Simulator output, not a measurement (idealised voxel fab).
The following is a process module called voxel wiring stack.
Square cell edge 5 nm, section width 265 nm, ID cut.
Each cross-section below is a grid of square cells, stated as bands in top-down order, with one or more rows of cells making up each band. Band: top height; bottom height; in nm. Then, left to right: material with width in nm, for each material. "all across": a single material spanning edge to edge. "air": empty space. Below 0: as-received wafer, all one material; heights counted from there. Lowest band: no bottom, goes on down, written "0 and below". A width such as "30 to 40" changes by the same amount from each row of cells to the next, from the band's top row to its bottom row. Reading "no change occurred" for a step: not a cell of the cross-section changed in it. This entry, "Completely enclosed voids", enumerates those empty regions of no fewer than 8 cells that possess no open connection to the top. Each region is reported in the form width x height at distance, the distance being taken from the left edge, with all three quantities expressed in nm. That trailing text on a step's line, after the settings, is the simulator's own remark on the step. overlay nm: mask offset rightward from planned place, masked step; negative means leftward offset.
## Below is the list of planned process steps
step 1: RECEIVE [material Si]
step 2: CONFORMAL_DEP [material SiO2] [thk nm 10]
step 3: CONFORMAL_DEP [material SiCN] [thk nm 5]
step 4: DIRECTIONAL_DEP [material SiO2] [thk nm 20]
step 5: DIRECTIONAL_DEP [material aC] [thk nm 15]
step 6: PATTERN [tone open] [mask id METAL_1] [material resist] [width nm 30] [pitch nm 60] [thk nm 35] [overlay nm 0]
step 7: DIRECTIONAL_ETCH [etch materials aC] [depth nm 15]
step 8: STRIP [etch materials resist]
step 9: DIRECTIONAL_ETCH [etch materials SiO2] [depth nm 20]
step 10: DIRECTIONAL_ETCH [etch materials SiCN] [depth nm 5]
step 11: STRIP [etch materials aC]
step 12: CONFORMAL_DEP [material TiN] [thk nm 5]
step 13: FILL_DEP [material W] [thk nm 5]
step 14: CMP [height nm 35]
step 15: EPI [material Ru] [thk nm 5]
step 16: FILL_DEP [material SiCN] [thk nm 5]
step 17: DIRECTIONAL_DEP [material SiO2] [thk nm 10]
step 18: PATTERN [tone open] [mask id PLUG_1] [material resist] [width nm 15] [pitch nm 60] [thk nm 15] [overlay nm 0]
step 19: DIRECTIONAL_ETCH [etch materials SiO2] [depth nm 10]
step 20: DIRECTIONAL_ETCH [etch materials SiCN] [depth nm 5]
step 21: STRIP [etch materials resist]
step 22: EPI [material Ru] [thk nm 10]
step 23: EPI [material Ru] [thk nm 5]
step 24: DIRECTIONAL_DEP [material TiN] [thk nm 5]
step 25: DIRECTIONAL_DEP [material W] [thk nm 15]
step 26: DIRECTIONAL_DEP [material aC] [thk nm 15]
step 27: PATTERN [tone cover] [mask id METAL_2] [material resist] [width nm 30] [pitch nm 60] [thk nm 30] [overlay nm 0]
step 28: DIRECTIONAL_ETCH [etch materials aC] [depth nm 15]
step 29: STRIP [etch materials resist]
step 30: DIRECTIONAL_ETCH [etch materials W] [depth nm 15]
step 31: DIRECTIONAL_ETCH [etch materials TiN] [depth nm 5]
step 32: STRIP [etch materials aC]
step 33: CONFORMAL_DEP [material SiN] [thk nm 5]
step 34: FILL_DEP [material lowk] [thk nm 5]
step 35: CMP [height nm 75]
step 36: CONFORMAL_DEP [material SiCN] [thk nm 5]
## Concerning the first of two wafers, which was run in accordance with the plan
## Wafer cross-section on receipt, i.e. after step 1
* 0 and below: Si all across
* Completely enclosed voids: none
## State of the wafer after step 2, shown in cross-section
* 10 down to 0: SiO2 all across
* Heights below 0 show no change.
## State of the wafer after step 3, shown in cross-section
* 15 down to 10: SiCN all across
* Heights below 10 show no change.
## State of the wafer after step 4, shown in cross-section
* 35 down to 15: SiO2 all across
* Heights below 15 show no change.
## State of the wafer after step 5, shown in cross-section
* 50 down to 35: aC all across
* Heights below 35 show no change.
## State of the wafer after step 6, shown in cross-section
* 85 down to 50: resist 55 nm, then air 30 nm, then resist 30 nm, then air 30 nm, then resist 30 nm, then air 30 nm, then resist 60 nm
* Heights below 50 show no change.
## State of the wafer after step 7, shown in cross-section
* 70 down to 50: resist 55 nm, then air 30 nm, then resist 30 nm, then air 30 nm, then resist 30 nm, then air 30 nm, then resist 60 nm
* 50 down to 35: aC 55 nm, then air 30 nm, then aC 30 nm, then air 30 nm, then aC 30 nm, then air 30 nm, then aC 60 nm
* Heights below 35 show no change.
## State of the wafer after step 8, shown in cross-section
* 50 down to 35: aC 55 nm, then air 30 nm, then aC 30 nm, then air 30 nm, then aC 30 nm, then air 30 nm, then aC 60 nm
* Heights below 35 show no change.
## State of the wafer after step 9, shown in cross-section
* 50 down to 35: aC 55 nm, then air 30 nm, then aC 30 nm, then air 30 nm, then aC 30 nm, then air 30 nm, then aC 60 nm
* 35 down to 15: SiO2 55 nm, then air 30 nm, then SiO2 30 nm, then air 30 nm, then SiO2 30 nm, then air 30 nm, then SiO2 60 nm
* Heights below 15 show no change.
## State of the wafer after step 10, shown in cross-section
* 50 down to 35: aC 55 nm, then air 30 nm, then aC 30 nm, then air 30 nm, then aC 30 nm, then air 30 nm, then aC 60 nm
* 35 down to 15: SiO2 55 nm, then air 30 nm, then SiO2 30 nm, then air 30 nm, then SiO2 30 nm, then air 30 nm, then SiO2 60 nm
* 15 down to 10: SiCN 55 nm, then air 30 nm, then SiCN 30 nm, then air 30 nm, then SiCN 30 nm, then air 30 nm, then SiCN 60 nm
* Heights below 10 show no change.
## State of the wafer after step 11, shown in cross-section
* 35 down to 15: SiO2 55 nm, then air 30 nm, then SiO2 30 nm, then air 30 nm, then SiO2 30 nm, then air 30 nm, then SiO2 60 nm
* Heights below 15 show no change.
## State of the wafer after step 12, shown in cross-section
* 40 down to 35: TiN 60 nm, then air 20 nm, then TiN 40 nm, then air 20 nm, then TiN 40 nm, then air 20 nm, then TiN 65 nm
* 35 down to 15: SiO2 55 nm, then TiN 5 nm, then air 20 nm, then TiN 5 nm, then SiO2 30 nm, then TiN 5 nm, then air 20 nm, then TiN 5 nm, then SiO2 30 nm, then TiN 5 nm, then air 20 nm, then TiN 5 nm, then SiO2 60 nm
* 15 down to 10: SiCN 55 nm, then TiN 30 nm, then SiCN 30 nm, then TiN 30 nm, then SiCN 30 nm, then TiN 30 nm, then SiCN 60 nm
* Heights below 10 show no change.
## State of the wafer after step 13, shown in cross-section
* 45 down to 40: W all across
* 40 down to 35: TiN 60 nm, then W 20 nm, then TiN 40 nm, then W 20 nm, then TiN 40 nm, then W 20 nm, then TiN 65 nm
* 35 down to 15: SiO2 55 nm, then TiN 5 nm, then W 20 nm, then TiN 5 nm, then SiO2 30 nm, then TiN 5 nm, then W 20 nm, then TiN 5 nm, then SiO2 30 nm, then TiN 5 nm, then W 20 nm, then TiN 5 nm, then SiO2 60 nm
* Heights below 15 show no change.
## State of the wafer after step 14, shown in cross-section
* 35 down to 15: SiO2 55 nm, then TiN 5 nm, then W 20 nm, then TiN 5 nm, then SiO2 30 nm, then TiN 5 nm, then W 20 nm, then TiN 5 nm, then SiO2 30 nm, then TiN 5 nm, then W 20 nm, then TiN 5 nm, then SiO2 60 nm
* Heights below 15 show no change.
## State of the wafer after step 15, shown in cross-section
* 40 down to 35: air 50 nm, then Ru 40 nm, then air 20 nm, then Ru 40 nm, then air 20 nm, then Ru 40 nm, then air 55 nm
* Heights below 35 show no change.
## State of the wafer after step 16, shown in cross-section
* 45 down to 40: SiCN all across
* 40 down to 35: SiCN 50 nm, then Ru 40 nm, then SiCN 20 nm, then Ru 40 nm, then SiCN 20 nm, then Ru 40 nm, then SiCN 55 nm
* Heights below 35 show no change.
## State of the wafer after step 17, shown in cross-section
* 55 down to 45: SiO2 all across
* Heights below 45 show no change.
## State of the wafer after step 18, shown in cross-section
* 70 down to 55: resist 55 nm, then air 15 nm, then resist 45 nm, then air 15 nm, then resist 45 nm, then air 15 nm, then resist 75 nm
* Heights below 55 show no change.
## State of the wafer after step 19, shown in cross-section
* 70 down to 55: resist 55 nm, then air 15 nm, then resist 45 nm, then air 15 nm, then resist 45 nm, then air 15 nm, then resist 75 nm
* 55 down to 45: SiO2 55 nm, then air 15 nm, then SiO2 45 nm, then air 15 nm, then SiO2 45 nm, then air 15 nm, then SiO2 75 nm
* Heights below 45 show no change.
## State of the wafer after step 20, shown in cross-section
* 70 down to 55: resist 55 nm, then air 15 nm, then resist 45 nm, then air 15 nm, then resist 45 nm, then air 15 nm, then resist 75 nm
* 55 down to 45: SiO2 55 nm, then air 15 nm, then SiO2 45 nm, then air 15 nm, then SiO2 45 nm, then air 15 nm, then SiO2 75 nm
* 45 down to 40: SiCN 55 nm, then air 15 nm, then SiCN 45 nm, then air 15 nm, then SiCN 45 nm, then air 15 nm, then SiCN 75 nm
* Heights below 40 show no change.
## State of the wafer after step 21, shown in cross-section
* 55 down to 45: SiO2 55 nm, then air 15 nm, then SiO2 45 nm, then air 15 nm, then SiO2 45 nm, then air 15 nm, then SiO2 75 nm
* Heights below 45 show no change.
## State of the wafer after step 22, shown in cross-section
* 55 down to 50: SiO2 55 nm, then air 15 nm, then SiO2 45 nm, then air 15 nm, then SiO2 45 nm, then air 15 nm, then SiO2 75 nm
* 50 down to 45: SiO2 55 nm, then Ru 15 nm, then SiO2 45 nm, then Ru 15 nm, then SiO2 45 nm, then Ru 15 nm, then SiO2 75 nm
* 45 down to 35: SiCN 55 to 50 nm, then Ru 15 to 40 nm, then SiCN 45 to 20 nm, then Ru 15 to 40 nm, then SiCN 45 to 20 nm, then Ru 15 to 40 nm, then SiCN 75 to 55 nm
* Heights below 35 show no change.
## State of the wafer after step 23, shown in cross-section
* 55 down to 45: SiO2 55 nm, then Ru 15 nm, then SiO2 45 nm, then Ru 15 nm, then SiO2 45 nm, then Ru 15 nm, then SiO2 75 nm
* Heights below 45 show no change.
## State of the wafer after step 24, shown in cross-section
* 60 down to 55: TiN all across
* Heights below 55 show no change.
## State of the wafer after step 25, shown in cross-section
* 75 down to 60: W all across
* Heights below 60 show no change.
## State of the wafer after step 26, shown in cross-section
* 90 down to 75: aC all across
* Heights below 75 show no change.
## State of the wafer after step 27, shown in cross-section
* 120 down to 90: air 55 nm, then resist 30 nm, then air 30 nm, then resist 30 nm, then air 30 nm, then resist 30 nm, then air 60 nm
* Heights below 90 show no change.
## State of the wafer after step 28, shown in cross-section
* 105 down to 90: air 55 nm, then resist 30 nm, then air 30 nm, then resist 30 nm, then air 30 nm, then resist 30 nm, then air 60 nm
* 90 down to 75: air 55 nm, then aC 30 nm, then air 30 nm, then aC 30 nm, then air 30 nm, then aC 30 nm, then air 60 nm
* Heights below 75 show no change.
## State of the wafer after step 29, shown in cross-section
* 90 down to 75: air 55 nm, then aC 30 nm, then air 30 nm, then aC 30 nm, then air 30 nm, then aC 30 nm, then air 60 nm
* Heights below 75 show no change.
## State of the wafer after step 30, shown in cross-section
* 90 down to 75: air 55 nm, then aC 30 nm, then air 30 nm, then aC 30 nm, then air 30 nm, then aC 30 nm, then air 60 nm
* 75 down to 60: air 55 nm, then W 30 nm, then air 30 nm, then W 30 nm, then air 30 nm, then W 30 nm, then air 60 nm
* Heights below 60 show no change.
## State of the wafer after step 31, shown in cross-section
* 90 down to 75: air 55 nm, then aC 30 nm, then air 30 nm, then aC 30 nm, then air 30 nm, then aC 30 nm, then air 60 nm
* 75 down to 60: air 55 nm, then W 30 nm, then air 30 nm, then W 30 nm, then air 30 nm, then W 30 nm, then air 60 nm
* 60 down to 55: air 55 nm, then TiN 30 nm, then air 30 nm, then TiN 30 nm, then air 30 nm, then TiN 30 nm, then air 60 nm
* Heights below 55 show no change.
## State of the wafer after step 32, shown in cross-section
* 75 down to 60: air 55 nm, then W 30 nm, then air 30 nm, then W 30 nm, then air 30 nm, then W 30 nm, then air 60 nm
* Heights below 60 show no change.
## State of the wafer after step 33, shown in cross-section
* 80 down to 75: air 50 nm, then SiN 40 nm, then air 20 nm, then SiN 40 nm, then air 20 nm, then SiN 40 nm, then air 55 nm
* 75 down to 60: air 50 nm, then SiN 5 nm, then W 30 nm, then SiN 5 nm, then air 20 nm, then SiN 5 nm, then W 30 nm, then SiN 5 nm, then air 20 nm, then SiN 5 nm, then W 30 nm, then SiN 5 nm, then air 55 nm
* 60 down to 55: SiN 55 nm, then TiN 30 nm, then SiN 30 nm, then TiN 30 nm, then SiN 30 nm, then TiN 30 nm, then SiN 60 nm
* Heights below 55 show no change.
## State of the wafer after step 34, shown in cross-section
* 85 down to 80: lowk all across
* 80 down to 75: lowk 50 nm, then SiN 40 nm, then lowk 20 nm, then SiN 40 nm, then lowk 20 nm, then SiN 40 nm, then lowk 55 nm
* 75 down to 60: lowk 50 nm, then SiN 5 nm, then W 30 nm, then SiN 5 nm, then lowk 20 nm, then SiN 5 nm, then W 30 nm, then SiN 5 nm, then lowk 20 nm, then SiN 5 nm, then W 30 nm, then SiN 5 nm, then lowk 55 nm
* Heights below 60 show no change.
## State of the wafer after step 35, shown in cross-section
* 75 down to 60: lowk 50 nm, then SiN 5 nm, then W 30 nm, then SiN 5 nm, then lowk 20 nm, then SiN 5 nm, then W 30 nm, then SiN 5 nm, then lowk 20 nm, then SiN 5 nm, then W 30 nm, then SiN 5 nm, then lowk 55 nm
* Heights below 60 show no change.
## State of the wafer after step 36, shown in cross-section
* 80 down to 75: SiCN all across
* Heights below 75 show no change.
## Second Wafer (Identical Start and Plan, One Processing Error; Matches First Wafer Through Step 3)
## Second wafer, section view, time point: scheduled end of step 4
* 35 down to 15: TiN all across
* Heights below 15 show no change.
## Second wafer, section view, time point: scheduled end of step 5
* 50 down to 35: aC all across
* Heights below 35 show no change.
## Second wafer, section view, time point: scheduled end of step 6
* 85 down to 50: resist 55 nm, then air 30 nm, then resist 30 nm, then air 30 nm, then resist 30 nm, then air 30 nm, then resist 60 nm
* Heights below 50 show no change.
## Second wafer, section view, time point: scheduled end of step 7
* 70 down to 50: resist 55 nm, then air 30 nm, then resist 30 nm, then air 30 nm, then resist 30 nm, then air 30 nm, then resist 60 nm
* 50 down to 35: aC 55 nm, then air 30 nm, then aC 30 nm, then air 30 nm, then aC 30 nm, then air 30 nm, then aC 60 nm
* Heights below 35 show no change.
## Second wafer, section view, time point: scheduled end of step 8
* 50 down to 35: aC 55 nm, then air 30 nm, then aC 30 nm, then air 30 nm, then aC 30 nm, then air 30 nm, then aC 60 nm
* Heights below 35 show no change.
Second wafer, section view, time point: scheduled end of step 9: no change occurred
Second wafer, section view, time point: scheduled end of step 10: no change occurred
## Second wafer, section view, time point: scheduled end of step 11
* 35 down to 15: TiN all across
* Heights below 15 show no change.
## Second wafer, section view, time point: scheduled end of step 12
* 40 down to 15: TiN all across
* Heights below 15 show no change.
## Second wafer, section view, time point: scheduled end of step 13
* 45 down to 40: W all across
* Heights below 40 show no change.
## Second wafer, section view, time point: scheduled end of step 14
* 35 down to 15: TiN all across
* Heights below 15 show no change.
## Second wafer, section view, time point: scheduled end of step 15
* 40 down to 35: Ru all across
* Heights below 35 show no change.
## Second wafer, section view, time point: scheduled end of step 16
* 45 down to 40: SiCN all across
* Heights below 40 show no change.
## Second wafer, section view, time point: scheduled end of step 17
* 55 down to 45: SiO2 all across
* Heights below 45 show no change.
## Second wafer, section view, time point: scheduled end of step 18
* 70 down to 55: resist 55 nm, then air 15 nm, then resist 45 nm, then air 15 nm, then resist 45 nm, then air 15 nm, then resist 75 nm
* Heights below 55 show no change.
## Second wafer, section view, time point: scheduled end of step 19
* 70 down to 55: resist 55 nm, then air 15 nm, then resist 45 nm, then air 15 nm, then resist 45 nm, then air 15 nm, then resist 75 nm
* 55 down to 45: SiO2 55 nm, then air 15 nm, then SiO2 45 nm, then air 15 nm, then SiO2 45 nm, then air 15 nm, then SiO2 75 nm
* Heights below 45 show no change.
## Second wafer, section view, time point: scheduled end of step 20
* 70 down to 55: resist 55 nm, then air 15 nm, then resist 45 nm, then air 15 nm, then resist 45 nm, then air 15 nm, then resist 75 nm
* 55 down to 45: SiO2 55 nm, then air 15 nm, then SiO2 45 nm, then air 15 nm, then SiO2 45 nm, then air 15 nm, then SiO2 75 nm
* 45 down to 40: SiCN 55 nm, then air 15 nm, then SiCN 45 nm, then air 15 nm, then SiCN 45 nm, then air 15 nm, then SiCN 75 nm
* Heights below 40 show no change.
## Second wafer, section view, time point: scheduled end of step 21
* 55 down to 45: SiO2 55 nm, then air 15 nm, then SiO2 45 nm, then air 15 nm, then SiO2 45 nm, then air 15 nm, then SiO2 75 nm
* Heights below 45 show no change.
## Second wafer, section view, time point: scheduled end of step 22
* 55 down to 50: SiO2 55 nm, then air 15 nm, then SiO2 45 nm, then air 15 nm, then SiO2 45 nm, then air 15 nm, then SiO2 75 nm
* 50 down to 45: SiO2 55 nm, then Ru 15 nm, then SiO2 45 nm, then Ru 15 nm, then SiO2 45 nm, then Ru 15 nm, then SiO2 75 nm
* 45 down to 40: SiCN 55 nm, then Ru 15 nm, then SiCN 45 nm, then Ru 15 nm, then SiCN 45 nm, then Ru 15 nm, then SiCN 75 nm
* Heights below 40 show no change.
## Second wafer, section view, time point: scheduled end of step 23
* 55 down to 45: SiO2 55 nm, then Ru 15 nm, then SiO2 45 nm, then Ru 15 nm, then SiO2 45 nm, then Ru 15 nm, then SiO2 75 nm
* Heights below 45 show no change.
## Second wafer, section view, time point: scheduled end of step 24
* 60 down to 55: TiN all across
* Heights below 55 show no change.
## Second wafer, section view, time point: scheduled end of step 25
* 75 down to 60: W all across
* Heights below 60 show no change.
## Second wafer, section view, time point: scheduled end of step 26
* 90 down to 75: aC all across
* Heights below 75 show no change.
## Second wafer, section view, time point: scheduled end of step 27
* 120 down to 90: air 55 nm, then resist 30 nm, then air 30 nm, then resist 30 nm, then air 30 nm, then resist 30 nm, then air 60 nm
* Heights below 90 show no change.
## Second wafer, section view, time point: scheduled end of step 28
* 105 down to 90: air 55 nm, then resist 30 nm, then air 30 nm, then resist 30 nm, then air 30 nm, then resist 30 nm, then air 60 nm
* 90 down to 75: air 55 nm, then aC 30 nm, then air 30 nm, then aC 30 nm, then air 30 nm, then aC 30 nm, then air 60 nm
* Heights below 75 show no change.
## Second wafer, section view, time point: scheduled end of step 29
* 90 down to 75: air 55 nm, then aC 30 nm, then air 30 nm, then aC 30 nm, then air 30 nm, then aC 30 nm, then air 60 nm
* Heights below 75 show no change.
## Second wafer, section view, time point: scheduled end of step 30
* 90 down to 75: air 55 nm, then aC 30 nm, then air 30 nm, then aC 30 nm, then air 30 nm, then aC 30 nm, then air 60 nm
* 75 down to 60: air 55 nm, then W 30 nm, then air 30 nm, then W 30 nm, then air 30 nm, then W 30 nm, then air 60 nm
* Heights below 60 show no change.
## Second wafer, section view, time point: scheduled end of step 31
* 90 down to 75: air 55 nm, then aC 30 nm, then air 30 nm, then aC 30 nm, then air 30 nm, then aC 30 nm, then air 60 nm
* 75 down to 60: air 55 nm, then W 30 nm, then air 30 nm, then W 30 nm, then air 30 nm, then W 30 nm, then air 60 nm
* 60 down to 55: air 55 nm, then TiN 30 nm, then air 30 nm, then TiN 30 nm, then air 30 nm, then TiN 30 nm, then air 60 nm
* Heights below 55 show no change.
## Second wafer, section view, time point: scheduled end of step 32
* 75 down to 60: air 55 nm, then W 30 nm, then air 30 nm, then W 30 nm, then air 30 nm, then W 30 nm, then air 60 nm
* Heights below 60 show no change.
## Second wafer, section view, time point: scheduled end of step 33
* 80 down to 75: air 50 nm, then SiN 40 nm, then air 20 nm, then SiN 40 nm, then air 20 nm, then SiN 40 nm, then air 55 nm
* 75 down to 60: air 50 nm, then SiN 5 nm, then W 30 nm, then SiN 5 nm, then air 20 nm, then SiN 5 nm, then W 30 nm, then SiN 5 nm, then air 20 nm, then SiN 5 nm, then W 30 nm, then SiN 5 nm, then air 55 nm
* 60 down to 55: SiN 55 nm, then TiN 30 nm, then SiN 30 nm, then TiN 30 nm, then SiN 30 nm, then TiN 30 nm, then SiN 60 nm
* Heights below 55 show no change.
## Second wafer, section view, time point: scheduled end of step 34
* 85 down to 80: lowk all across
* 80 down to 75: lowk 50 nm, then SiN 40 nm, then lowk 20 nm, then SiN 40 nm, then lowk 20 nm, then SiN 40 nm, then lowk 55 nm
* 75 down to 60: lowk 50 nm, then SiN 5 nm, then W 30 nm, then SiN 5 nm, then lowk 20 nm, then SiN 5 nm, then W 30 nm, then SiN 5 nm, then lowk 20 nm, then SiN 5 nm, then W 30 nm, then SiN 5 nm, then lowk 55 nm
* Heights below 60 show no change.
## Second wafer, section view, time point: scheduled end of step 35
* 75 down to 60: lowk 50 nm, then SiN 5 nm, then W 30 nm, then SiN 5 nm, then lowk 20 nm, then SiN 5 nm, then W 30 nm, then SiN 5 nm, then lowk 20 nm, then SiN 5 nm, then W 30 nm, then SiN 5 nm, then lowk 55 nm
* Heights below 60 show no change.
## Second wafer, section view, time point: scheduled end of step 36
* 80 down to 75: SiCN all across
* Heights below 75 show no change.
Finding, execution versus plan: note that step 4 departed from the planned setting and was carried out as DIRECTIONAL_DEP [material TiN] [thk nm 20]
Wrapping up, a cell-based count of both wafers puts the second over or under the first for these materials: 29 more of Ru | 11 fewer of SiCN | 140 fewer of SiO2 | 170 more of TiN | 48 fewer of W
